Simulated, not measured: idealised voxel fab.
Module name: voxel self aligned vias (process module)
Section cut is 220 nm wide and gridded with 5 nm square cells.
Notation: cross-section as square-cell grid; stated in bands, top first, going down; one or more cell rows per band.
Within each band entry, the heights of the top and of the bottom of the band appear first, in that order and in nm; the materials of the band then follow from left to right, each with its corresponding width in nm. The designation "full width" on a single material indicates that it fills the band from edge to edge; the designation "blank" indicates empty space.
Heights are reckoned from 0. Under this level, the received wafer is all of one material. The bottommost band is open-ended downward, for example "0 -> down".
Think of "30->40" as a width that walks from the first number to the second as you go down the band, top row to bottom row, taking equal-sized steps from row to row.
Any step labelled "nothing altered" changed none of the cells in the cross-section.
Reported under the label "Voids, fully enclosed" are the empty spaces having no open way to the top and comprising 8 cells or more; the notation for each is width x height at distance, in which the distance is measured from the left edge and all three values are in nm.
Where a step's line continues beyond its settings, the continuation is a remark by the simulator itself on that step.
For masked steps, "overlay nm" on the step line gives how far right of plan the mask actually lay; a minus sign means it lay to the left.
Each pair of cross-sections that follows straddles one process step: the one shows the state before the step, the other the state after it, down to the lowest band that changed and no further. The step in question, and its settings, are given under the pair. Note that a pair is not necessarily a continuation of the pair above it, since pairs can come from different runs of this module on the same starting wafer; it is a continuation only where its entry headed "Ex-ante state" says so.
-- Ex-ante state
- 40 -> 15 | 75 of lowk; 20 of blank; 40 of lowk; 20 of blank; 65 of lowk
- 15 -> 10 | SiCN full width
- 10 -> 0 | SiO2 full width
- 0 -> down | Si full width
- Voids, fully enclosed: none
-- after
- 45 -> 40 | 80 of TiN; 10 of blank; 50 of TiN; 10 of blank; 70 of TiN
- 40 -> 20 | 75 of lowk; 5 of TiN; 10 of blank; 5 of TiN; 40 of lowk; 5 of TiN; 10 of blank; 5 of TiN; 65 of lowk
- 20 -> 15 | 75 of lowk; 20 of TiN; 40 of lowk; 20 of TiN; 65 of lowk
- For the remainder of the cross-section, below 15, there is no change.
- Voids, fully enclosed: none
Going from the before section above to the after section, the step was op CONFORMAL_DEP | material TiN | thk nm 5
Ex-ante state: it's just the after picture from the pair right above this one.
-- after
- 50 -> 45 | W full width
- 45 -> 40 | 80 of TiN; 10 of W; 50 of TiN; 10 of W; 70 of TiN
- 40 -> 20 | 75 of lowk; 5 of TiN; 10 of W; 5 of TiN; 40 of lowk; 5 of TiN; 10 of W; 5 of TiN; 65 of lowk
- For the remainder of the cross-section, below 20, there is no change.
- Voids, fully enclosed: none
Going from the before section above to the after section, the step was op FILL_DEP | material W | thk nm 5
Ex-ante state: it's just the after picture from the pair right above this one.
-- after
- 40 -> 20 | 75 of lowk; 5 of TiN; 10 of W; 5 of TiN; 40 of lowk; 5 of TiN; 10 of W; 5 of TiN; 65 of lowk
- For the remainder of the cross-section, below 20, there is no change.
- Voids, fully enclosed: none
Going from the before section above to the after section, the step was op CMP | height nm 40
Ex-ante state: it's just the after picture from the pair right above this one.
-- after
- 40 -> 35 | 75 of lowk; 20 of blank; 40 of lowk; 20 of blank; 65 of lowk
- For the remainder of the cross-section, below 35, there is no change.
- Voids, fully enclosed: none
Going from the before section above to the after section, the step was op SELECTIVE_ETCH | etch materials W Ru TiN | depth nm 5
Ex-ante state: it's just the after picture from the pair right above this one.
-- after
- 50 -> 40 | SiN full width
- 40 -> 35 | 75 of lowk; 20 of SiN; 40 of lowk; 20 of SiN; 65 of lowk
- For the remainder of the cross-section, below 35, there is no change.
- Voids, fully enclosed: none
Going from the before section above to the after section, the step was op FILL_DEP | material SiN | thk nm 10
Ex-ante state: it's just the after picture from the pair right above this one.
-- after
- 40 -> 35 | 75 of lowk; 20 of SiN; 40 of lowk; 20 of SiN; 65 of lowk
- For the remainder of the cross-section, below 35, there is no change.
- Voids, fully enclosed: none
Going from the before section above to the after section, the step was op CMP | height nm 40
Ex-ante state: it's just the after picture from the pair right above this one.
-- after
- 60 -> 40 | lowk full width
- For the remainder of the cross-section, below 40, there is no change.
- Voids, fully enclosed: none
Going from the before section above to the after section, the step was op DIRECTIONAL_DEP | material lowk | thk nm 20
Ex-ante state: it's just the after picture from the pair right above this one.
-- after
- 60 -> 40 | 60 of lowk; 40 of blank; 20 of lowk; 40 of blank; 60 of lowk
- For the remainder of the cross-section, below 40, there is no change.
- Voids, fully enclosed: none
Going from the before section above to the after section, the step was op MASKED_ETCH | tone open | mask id VIAS | width nm 40 | pitch nm 60 | etch materials lowk | depth nm 20 | overlay nm 0
Ex-ante state: it's just the after picture from the pair right above this one.
-- after
- 60 -> 40 | 60 of lowk; 40 of blank; 20 of lowk; 40 of blank; 60 of lowk
- 40 -> 35 | 75 of lowk; 20 of blank; 40 of lowk; 20 of blank; 65 of lowk
- For the remainder of the cross-section, below 35, there is no change.
- Voids, fully enclosed: none
Going from the before section above to the after section, the step was op MASKED_ETCH | tone open | mask id VIAS | width nm 40 | pitch nm 60 | etch materials SiN | depth nm 5 | overlay nm 0
Ex-ante state: it's just the after picture from the pair right above this one.
-- after
- 65 -> 60 | 65 of TiN; 30 of blank; 30 of TiN; 30 of blank; 65 of TiN
- 60 -> 45 | 60 of lowk; 5 of TiN; 30 of blank; 5 of TiN; 20 of lowk; 5 of TiN; 30 of blank; 5 of TiN; 60 of lowk
- 45 -> 40 | 60 of lowk; 20 of TiN; 10 of blank; 10 of TiN; 20 of lowk; 20 of TiN; 10 of blank; 10 of TiN; 60 of lowk
- 40 -> 35 | 75 of lowk; 20 of TiN; 40 of lowk; 20 of TiN; 65 of lowk
- For the remainder of the cross-section, below 35, there is no change.
- Voids, fully enclosed: none
Going from the before section above to the after section, the step was op CONFORMAL_DEP | material TiN | thk nm 5
Ex-ante state: it's just the after picture from the pair right above this one.
-- after
- 70 -> 65 | W full width
- 65 -> 60 | 65 of TiN; 30 of W; 30 of TiN; 30 of W; 65 of TiN
- 60 -> 45 | 60 of lowk; 5 of TiN; 30 of W; 5 of TiN; 20 of lowk; 5 of TiN; 30 of W; 5 of TiN; 60 of lowk
- 45 -> 40 | 60 of lowk; 20 of TiN; 10 of W; 10 of TiN; 20 of lowk; 20 of TiN; 10 of W; 10 of TiN; 60 of lowk
- For the remainder of the cross-section, below 40, there is no change.
- Voids, fully enclosed: none
Going from the before section above to the after section, the step was op FILL_DEP | material W | thk nm 5
Ex-ante state: it's just the after picture from the pair right above this one.
-- after
- 60 -> 45 | 60 of lowk; 5 of TiN; 30 of W; 5 of TiN; 20 of lowk; 5 of TiN; 30 of W; 5 of TiN; 60 of lowk
- For the remainder of the cross-section, below 45, there is no change.
- Voids, fully enclosed: none
Going from the before section above to the after section, the step was op CMP | height nm 60
Ex-ante state: it's just the after picture from the pair right above this one.
-- after
- 65 -> 60 | SiN full width
- For the remainder of the cross-section, below 60, there is no change.
- Voids, fully enclosed: none
Going from the before section above to the after section, the step was op CONFORMAL_DEP | material SiN | thk nm 5
-- Ex-ante state
- 40 -> 35 | 70 of lowk; 20 of SiN; 40 of lowk; 20 of SiN; 70 of lowk
- 35 -> 20 | 70 of lowk; 5 of TiN; 10 of W; 5 of TiN; 40 of lowk; 5 of TiN; 10 of W; 5 of TiN; 70 of lowk
- 20 -> 15 | 70 of lowk; 20 of TiN; 40 of lowk; 20 of TiN; 70 of lowk
- 15 -> 10 | SiCN full width
- 10 -> 0 | SiO2 full width
- 0 -> down | Si full width
- Voids, fully enclosed: none
-- after
- 60 -> 40 | W full width
- For the remainder of the cross-section, below 40, there is no change.
- Voids, fully enclosed: none
Going from the before section above to the after section, the step was op DIRECTIONAL_DEP | material W | thk nm 20
Ex-ante state: it's just the after picture from the pair right above this one.
-- after
- 65 -> 60 | TiN full width
- For the remainder of the cross-section, below 60, there is no change.
- Voids, fully enclosed: none
Going from the before section above to the after section, the step was op CONFORMAL_DEP | material TiN | thk nm 5
Ex-ante state: it's just the after picture from the pair right above this one.
-- after
- 70 -> 65 | W full width
- For the remainder of the cross-section, below 65, there is no change.
- Voids, fully enclosed: none
Going from the before section above to the after section, the step was op FILL_DEP | material W | thk nm 5
Ex-ante state: it's just the after picture from the pair right above this one.
-- after
- 60 -> 40 | W full width
- For the remainder of the cross-section, below 40, there is no change.
- Voids, fully enclosed: none
Going from the before section above to the after section, the step was op CMP | height nm 60
Ex-ante state: it's just the after picture from the pair right above this one.
-- after
- 65 -> 60 | SiN full width
- For the remainder of the cross-section, below 60, there is no change.
- Voids, fully enclosed: none
Going from the before section above to the after section, the step was op CONFORMAL_DEP | material SiN | thk nm 5
-- Ex-ante state
- 40 -> 15 | lowk full width
- 15 -> 10 | SiCN full width
- 10 -> 0 | SiO2 full width
- 0 -> down | Si full width
- Voids, fully enclosed: none
-- after
- 40 -> 15 | 70 of blank; 20 of lowk; 40 of blank; 20 of lowk; 70 of blank
- For the remainder of the cross-section, below 15, there is no change.
- Voids, fully enclosed: none
Going from the before section above to the after section, the step was op MASKED_ETCH | tone cover | mask id LINES | width nm 20 | pitch nm 60 | etch materials lowk | depth nm 25 | overlay nm 0
Ex-ante state: it's just the after picture from the pair right above this one.
-- after
- 45 -> 40 | 65 of blank; 30 of TiN; 30 of blank; 30 of TiN; 65 of blank
- 40 -> 20 | 65 of blank; 5 of TiN; 20 of lowk; 5 of TiN; 30 of blank; 5 of TiN; 20 of lowk; 5 of TiN; 65 of blank
- 20 -> 15 | 70 of TiN; 20 of lowk; 40 of TiN; 20 of lowk; 70 of TiN
- For the remainder of the cross-section, below 15, there is no change.
- Voids, fully enclosed: none
Going from the before section above to the after section, the step was op CONFORMAL_DEP | material TiN | thk nm 5
Ex-ante state: it's just the after picture from the pair right above this one.
-- after
- 50 -> 45 | W full width
- 45 -> 40 | 65 of W; 30 of TiN; 30 of W; 30 of TiN; 65 of W
- 40 -> 20 | 65 of W; 5 of TiN; 20 of lowk; 5 of TiN; 30 of W; 5 of TiN; 20 of lowk; 5 of TiN; 65 of W
- For the remainder of the cross-section, below 20, there is no change.
- Voids, fully enclosed: none
Going from the before section above to the after section, the step was op FILL_DEP | material W | thk nm 5
Ex-ante state: it's just the after picture from the pair right above this one.
-- after
- 40 -> 20 | 65 of W; 5 of TiN; 20 of lowk; 5 of TiN; 30 of W; 5 of TiN; 20 of lowk; 5 of TiN; 65 of W
- For the remainder of the cross-section, below 20, there is no change.
- Voids, fully enclosed: none
Going from the before section above to the after section, the step was op CMP | height nm 40
Ex-ante state: it's just the after picture from the pair right above this one.
-- after
- 40 -> 35 | 70 of blank; 20 of lowk; 40 of blank; 20 of lowk; 70 of blank
- For the remainder of the cross-section, below 35, there is no change.
- Voids, fully enclosed: none
Going from the before section above to the after section, the step was op SELECTIVE_ETCH | etch materials W Ru TiN | depth nm 5
Ex-ante state: it's just the after picture from the pair right above this one.
-- after
- 50 -> 40 | SiN full width
- 40 -> 35 | 70 of SiN; 20 of lowk; 40 of SiN; 20 of lowk; 70 of SiN
- For the remainder of the cross-section, below 35, there is no change.
- Voids, fully enclosed: none
Going from the before section above to the after section, the step was op FILL_DEP | material SiN | thk nm 10
Ex-ante state: it's just the after picture from the pair right above this one.
-- after
- 40 -> 35 | 70 of SiN; 20 of lowk; 40 of SiN; 20 of lowk; 70 of SiN
- For the remainder of the cross-section, below 35, there is no change.
- Voids, fully enclosed: none
Going from the before section above to the after section, the step was op CMP | height nm 40
Ex-ante state: it's just the after picture from the pair right above this one.
-- after
- 60 -> 40 | lowk full width
- For the remainder of the cross-section, below 40, there is no change.
- Voids, fully enclosed: none
Going from the before section above to the after section, the step was op DIRECTIONAL_DEP | material lowk | thk nm 20
Ex-ante state: it's just the after picture from the pair right above this one.
-- after
- 60 -> 40 | 60 of lowk; 40 of blank; 20 of lowk; 40 of blank; 60 of lowk
- For the remainder of the cross-section, below 40, there is no change.
- Voids, fully enclosed: none
Going from the before section above to the after section, the step was op MASKED_ETCH | tone open | mask id VIAS | width nm 40 | pitch nm 60 | etch materials lowk | depth nm 20 | overlay nm 0
Ex-ante state: it's just the after picture from the pair right above this one.
-- after
- 60 -> 40 | 60 of lowk; 40 of blank; 20 of lowk; 40 of blank; 60 of lowk
- 40 -> 35 | 60 of SiN; 10 of blank; 20 of lowk; 10 of blank; 20 of SiN; 10 of blank; 20 of lowk; 10 of blank; 60 of SiN
- For the remainder of the cross-section, below 35, there is no change.
- Voids, fully enclosed: none
Going from the before section above to the after section, the step was op MASKED_ETCH | tone open | mask id VIAS | width nm 40 | pitch nm 60 | etch materials SiN | depth nm 5 | overlay nm 0
Ex-ante state: it's just the after picture from the pair right above this one.
-- after
- 65 -> 60 | 65 of TiN; 30 of blank; 30 of TiN; 30 of blank; 65 of TiN
- 60 -> 45 | 60 of lowk; 5 of TiN; 30 of blank; 5 of TiN; 20 of lowk; 5 of TiN; 30 of blank; 5 of TiN; 60 of lowk
- 45 -> 40 | 60 of lowk; 40 of TiN; 20 of lowk; 40 of TiN; 60 of lowk
- 40 -> 35 | 60 of SiN; 10 of TiN; 20 of lowk; 10 of TiN; 20 of SiN; 10 of TiN; 20 of lowk; 10 of TiN; 60 of SiN
- For the remainder of the cross-section, below 35, there is no change.
- Voids, fully enclosed: none
Going from the before section above to the after section, the step was op CONFORMAL_DEP | material TiN | thk nm 5
Ex-ante state: it's just the after picture from the pair right above this one.
-- after
- 70 -> 65 | W full width
- 65 -> 60 | 65 of TiN; 30 of W; 30 of TiN; 30 of W; 65 of TiN
- 60 -> 45 | 60 of lowk; 5 of TiN; 30 of W; 5 of TiN; 20 of lowk; 5 of TiN; 30 of W; 5 of TiN; 60 of lowk
- For the remainder of the cross-section, below 45, there is no change.
- Voids, fully enclosed: none
Going from the before section above to the after section, the step was op FILL_DEP | material W | thk nm 5
Ex-ante state: it's just the after picture from the pair right above this one.
-- after
- 60 -> 45 | 60 of lowk; 5 of TiN; 30 of W; 5 of TiN; 20 of lowk; 5 of TiN; 30 of W; 5 of TiN; 60 of lowk
- For the remainder of the cross-section, below 45, there is no change.
- Voids, fully enclosed: none
Going from the before section above to the after section, the step was op CMP | height nm 60
Ex-ante state: it's just the after picture from the pair right above this one.
-- after
- 65 -> 60 | SiN full width
- For the remainder of the cross-section, below 60, there is no change.
- Voids, fully enclosed: none
Going from the before section above to the after section, the step was op CONFORMAL_DEP | material SiN | thk nm 5
